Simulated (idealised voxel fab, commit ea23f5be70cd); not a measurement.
Name of the process module below: voxel quadruple lines
160 nm wide, 5 nm square cells: that's cross-section cut.
Reading order for cross-sections: top band down to bottom band. Underlying form: a grid of square cells. Band size: one or more rows of cells.
Band: top and bottom heights (nm) first, top before bottom; then materials from left to right, widths in nm. "full width" marks a sole material filling the band edge to edge. "empty" denotes empty space.
Below 0: as-received wafer, all one material; heights counted from there. Lowest band: no bottom, goes on down, written "from 0 down".
A width such as "30->40" changes by the same amount from each row of cells to the next, from the band's top row to its bottom row.
Any step labelled "everything unchanged" changed none of the cells in the cross-section.
This entry, "Trapped void list", enumerates those empty regions of no fewer than 8 cells that possess no open connection to the top. Each region is reported in the form width x height at distance, the distance being taken from the left edge, with all three quantities expressed in nm.
Note: text after step settings on the step line = simulator remark on that step.
"overlay nm", when on a step's line for a step with a mask, measures how far to the right of its planned place the mask lay; a negative measure means to the left.

## Steps in the process plan
- 1: RECEIVE: material Si
- 2: CONFORMAL_DEP: material Al2O3, thk nm 5
- 3: DIRECTIONAL_DEP: material W, thk nm 10
- 4: DIRECTIONAL_DEP: material polySi, thk nm 20
- 5: DIRECTIONAL_DEP: material aC, thk nm 20
- 6: PATTERN: tone cover, mask id MANDREL, material resist, width nm 20, pitch nm 60, thk nm 25, overlay nm 0
- 7: DIRECTIONAL_ETCH: etch materials aC, depth nm 20
- 8: STRIP: etch materials resist
- 9: CONFORMAL_DEP: material SiO2, thk nm 10
- 10: DIRECTIONAL_ETCH: etch materials SiO2, depth nm 10
- 11: STRIP: etch materials aC
- 12: DIRECTIONAL_ETCH: etch materials polySi, depth nm 20
- 13: STRIP: etch materials SiO2
- 14: CONFORMAL_DEP: material SiN, thk nm 5
- 15: DIRECTIONAL_ETCH: etch materials SiN, depth nm 5
- 16: STRIP: etch materials polySi
- 17: DIRECTIONAL_ETCH: etch materials W, depth nm 10
- 18: STRIP: etch materials SiN

## Shown in cross-section is the wafer as received, that is, as it stands after step 1
> from 0 down  Si full width
> Trapped void list: none

## first wafer at the end, as planned
> from 15 to 5  empty=25 / W=5 / empty=10 / W=5 / empty=10 / W=5 / empty=10 / W=5 / empty=10 / W=5 / empty=10 / W=5 / empty=10 / W=5 / empty=10 / W=5 / empty=25
> from 5 to 0  Al2O3 full width
> from 0 down  Si full width
> Trapped void list: none

## Wafer two (of two), end-of-module cross-section: start = wafer one, plan = wafer one, one run mistake
> from 25 to 5  polySi full width
> from 5 to 0  Al2O3 full width
> from 0 down  Si full width
> Trapped void list: none
What went wrong in running the wafer? note: step 3 <-> step 4, run order reversed vs plan
Upon completion, the second wafer contains, in terms of cells, a greater or smaller amount of certain materials than the first wafer: W -16; polySi +128
